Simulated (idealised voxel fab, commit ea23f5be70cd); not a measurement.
process module | voxel trench capacitor
cross-section cut | 250 nm wide | cells 5 nm
A cross-section is a grid of square cells, given in bands from the top down. A band is one or more rows of cells.
Each band's line starts with the height of the band's top and of its bottom, in nm. Then come its materials from left to right, each with its width in nm. One material with "throughout" fills the band from edge to edge. "air" is empty space.
Height 0 is the level under which the wafer as received is all one material. The lowest band goes on downwards, as in "0 down".
A width such as "30 to 40" changes by the same amount from each row of cells to the next, from the band's top row to its bottom row.
"no change" after a step means that no cell of the cross-section changed.
closed voids: empty space of 8 cells or more with no open way to the top, each as width x height at its distance from the left edge, in nm
after a step's settings: what the simulator itself notes on the step
overlay nm, on a step with a mask: how far to the right of its planned place the mask lay; to the left if negative
plan
1 op RECEIVE | material Si
2 op CONFORMAL_DEP | material SiN | thk nm 10
3 op PATTERN | tone open | mask id TRENCH | material resist | width nm 20 | pitch nm 55 | thk nm 15 | overlay nm 0
4 op DIRECTIONAL_ETCH | etch materials SiN | depth nm 10
5 op DIRECTIONAL_ETCH | etch materials Si | depth nm 40
6 op STRIP | etch materials resist
7 op CONFORMAL_DEP | material Al2O3 | thk nm 5
8 op CONFORMAL_DEP | material TiN | thk nm 5
9 op FILL_DEP | material W | thk nm 5
10 op CMP | height nm 10
varied across the wafers: width nm of step 3. The plan shows the first wafer's value. All wafers start alike
first wafer as received, after step 1
  0 down: Si throughout
  closed voids: none
each wafer at the end: cells of each material gained (+) or lost (-) since it was received, then its closed voids
width nm 20 | +88 Al2O3 | -128 Si | +68 SiN | +72 TiN | closed voids: none
width nm 25 | +92 Al2O3 | -160 Si | +60 SiN | +76 TiN | +32 W | closed voids: none
width nm 30 | +96 Al2O3 | -192 Si | +52 SiN | +80 TiN | +64 W | closed voids: none
width nm 35 | +100 Al2O3 | -224 Si | +44 SiN | +84 TiN | +96 W | closed voids: none
width nm 40 | +104 Al2O3 | -256 Si | +36 SiN | +88 TiN | +128 W | closed voids: none
